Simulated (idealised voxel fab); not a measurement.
The name of this process module is voxel gate over fins.
For reference, the cross-section in this document is cut, with width 260 nm and square cells of 5 nm.
Cross-section, as written here: a square-cell grid given band by band from the top down, where a band holds one or more rows of cells. In this notation a band is specified by the heights of its top and bottom, in that order and in nm, after which its materials appear from left to right, each paired with its width in nm. The word "throughout" attached to a single material means that material fills the band from edge to edge; the word "empty" stands for empty space. Heads up on the height convention: 0 is the point under which the incoming wafer is all one material, and the lowest band has no bottom, it just keeps going down, like "0 down". Width: "30..40" (first number = top row, second number = bottom row, same change from row to row of cells). The designation "nothing was modified", where it is given for a processing step, indicates that no cell of the cross-section was altered in the course of that step. "Sealed internal cavities" specifies each empty space that is not open to the top and that occupies no fewer than 8 cells, using the form width x height at distance, the distance measured from the left edge and all three quantities in nm. Heads up: the bit after the settings on a step's line is the simulator's remark on that step. overlay nm: mask right of planned place by this much (step with mask). Neg. = left.
## Intended process steps
step 1: RECEIVE with material Si
step 2: CONFORMAL_DEP with material SiN, thk nm 5
step 3: MASKED_ETCH with tone cover, mask id FINS, width nm 15, pitch nm 50, etch materials SiN, depth nm 5, overlay nm 0
step 4: MASKED_ETCH with tone cover, mask id FINS, width nm 15, pitch nm 50, etch materials Si, depth nm 35, overlay nm 0
step 5: OXIDIZE with depth nm 5
step 6: FILL_DEP with material SiO2, thk nm 15
step 7: CMP with height nm 5
step 8: MASKED_ETCH with tone open, mask id RAIL, width nm 15, etch materials SiO2, depth nm 35, overlay nm 0
step 9: CONFORMAL_DEP with material TiN, thk nm 5
step 10: FILL_DEP with material Ru, thk nm 5
step 11: CMP with height nm 5
step 12: SELECTIVE_ETCH with etch materials W Ru TiN, depth nm 20
step 13: FILL_DEP with material SiO2, thk nm 5
step 14: CMP with height nm 5
step 15: SELECTIVE_ETCH with etch materials SiO2, depth nm 15
step 16: STRIP with etch materials SiN
step 17: CONFORMAL_DEP with material HfO2, thk nm 5
step 18: CONFORMAL_DEP with material TiN, thk nm 5
step 19: CONFORMAL_DEP with material TiAl, thk nm 5
step 20: CONFORMAL_DEP with material TiN, thk nm 5
step 21: FILL_DEP with material W, thk nm 10
step 22: CMP with height nm 25
step 23: CONFORMAL_DEP with material SiCN, thk nm 5
## As received (post step 1): cross-section
- 0 down  Si throughout
- Sealed internal cavities: none
## Post-module cross-section of the first of two wafers (run per plan)
- 30 to 25  SiCN throughout
- 25 to 20  W throughout
- 20 to 15  W 30 nm | TiN 45 nm | W 5 nm | TiN 45 nm | W 5 nm | TiN 45 nm | W 5 nm | TiN 45 nm | W 35 nm
- 15 to 10  W 30 nm | TiN 5 nm | TiAl 35 nm | TiN 5 nm | W 5 nm | TiN 5 nm | TiAl 35 nm | TiN 5 nm | W 5 nm | TiN 5 nm | TiAl 35 nm | TiN 5 nm | W 5 nm | TiN 5 nm | TiAl 35 nm | TiN 5 nm | W 35 nm
- 10 to 5  TiN 35 nm | TiAl 5 nm | TiN 25 nm | TiAl 5 nm | TiN 15 nm | TiAl 5 nm | TiN 25 nm | TiAl 5 nm | TiN 15 nm | TiAl 5 nm | TiN 25 nm | TiAl 5 nm | TiN 15 nm | TiAl 5 nm | TiN 25 nm | TiAl 5 nm | TiN 40 nm
- 5 to 0  TiAl 40 nm | TiN 5 nm | HfO2 15 nm | TiN 5 nm | TiAl 25 nm | TiN 5 nm | HfO2 15 nm | TiN 5 nm | TiAl 25 nm | TiN 5 nm | HfO2 15 nm | TiN 5 nm | TiAl 25 nm | TiN 5 nm | HfO2 15 nm | TiN 5 nm | TiAl 45 nm
- 0 to -5  TiN 45 nm | HfO2 5 nm | Si 5 nm | HfO2 5 nm | TiN 35 nm | HfO2 5 nm | Si 5 nm | HfO2 5 nm | TiN 35 nm | HfO2 5 nm | Si 5 nm | HfO2 5 nm | TiN 35 nm | HfO2 5 nm | Si 5 nm | HfO2 5 nm | TiN 50 nm
- -5 to -10  HfO2 50 nm | Si 5 nm | HfO2 45 nm | Si 5 nm | HfO2 45 nm | Si 5 nm | HfO2 45 nm | Si 5 nm | HfO2 55 nm
- -10 to -15  SiO2 50 nm | Si 5 nm | SiO2 45 nm | Si 5 nm | SiO2 45 nm | Si 5 nm | SiO2 45 nm | Si 5 nm | SiO2 55 nm
- -15 to -25  SiO2 50 nm | Si 5 nm | SiO2 15 nm | TiN 5 nm | Ru 5 nm | TiN 5 nm | SiO2 15 nm | Si 5 nm | SiO2 45 nm | Si 5 nm | SiO2 45 nm | Si 5 nm | SiO2 55 nm
- -25 to -30  SiO2 50 nm | Si 5 nm | SiO2 15 nm | TiN 15 nm | SiO2 15 nm | Si 5 nm | SiO2 45 nm | Si 5 nm | SiO2 45 nm | Si 5 nm | SiO2 55 nm
- -30 to -40  SiO2 50 nm | Si 5 nm | SiO2 45 nm | Si 5 nm | SiO2 45 nm | Si 5 nm | SiO2 45 nm | Si 5 nm | SiO2 55 nm
- -40 down  Si throughout
- Sealed internal cavities: none
## Wafer two cross-section, module end. Start and plan unchanged from wafer one; one mistake made during the run
- 30 to 25  SiCN throughout
- 25 to 15  W throughout
- 15 to 10  W 35 nm | TiN 35 nm | W 15 nm | TiN 35 nm | W 15 nm | TiN 35 nm | W 15 nm | TiN 35 nm | W 40 nm
- 10 to 5  W 35 nm | TiN 5 nm | TiAl 25 nm | TiN 5 nm | W 15 nm | TiN 5 nm | TiAl 25 nm | TiN 5 nm | W 15 nm | TiN 5 nm | TiAl 25 nm | TiN 5 nm | W 15 nm | TiN 5 nm | TiAl 25 nm | TiN 5 nm | W 40 nm
- 5 to 0  TiN 40 nm | TiAl 5 nm | HfO2 15 nm | TiAl 5 nm | TiN 25 nm | TiAl 5 nm | HfO2 15 nm | TiAl 5 nm | TiN 25 nm | TiAl 5 nm | HfO2 15 nm | TiAl 5 nm | TiN 25 nm | TiAl 5 nm | HfO2 15 nm | TiAl 5 nm | TiN 45 nm
- 0 to -5  TiAl 45 nm | HfO2 5 nm | Si 5 nm | HfO2 5 nm | TiAl 35 nm | HfO2 5 nm | Si 5 nm | HfO2 5 nm | TiAl 35 nm | HfO2 5 nm | Si 5 nm | HfO2 5 nm | TiAl 35 nm | HfO2 5 nm | Si 5 nm | HfO2 5 nm | TiAl 50 nm
- -5 to -10  HfO2 50 nm | Si 5 nm | HfO2 45 nm | Si 5 nm | HfO2 45 nm | Si 5 nm | HfO2 45 nm | Si 5 nm | HfO2 55 nm
- -10 to -15  SiO2 50 nm | Si 5 nm | SiO2 45 nm | Si 5 nm | SiO2 45 nm | Si 5 nm | SiO2 45 nm | Si 5 nm | SiO2 55 nm
- -15 to -25  SiO2 50 nm | Si 5 nm | SiO2 15 nm | TiN 5 nm | Ru 5 nm | TiN 5 nm | SiO2 15 nm | Si 5 nm | SiO2 45 nm | Si 5 nm | SiO2 45 nm | Si 5 nm | SiO2 55 nm
- -25 to -30  SiO2 50 nm | Si 5 nm | SiO2 15 nm | TiN 15 nm | SiO2 15 nm | Si 5 nm | SiO2 45 nm | Si 5 nm | SiO2 45 nm | Si 5 nm | SiO2 55 nm
- -30 to -40  SiO2 50 nm | Si 5 nm | SiO2 45 nm | Si 5 nm | SiO2 45 nm | Si 5 nm | SiO2 45 nm | Si 5 nm | SiO2 55 nm
- -40 down  Si throughout
- Sealed internal cavities: none
So what did we get wrong on this run? step 18 of the plan: omitted, not performed
Heads up, by the end the second wafer has more or fewer cells of some materials compared to the first: -68 TiN, +68 W
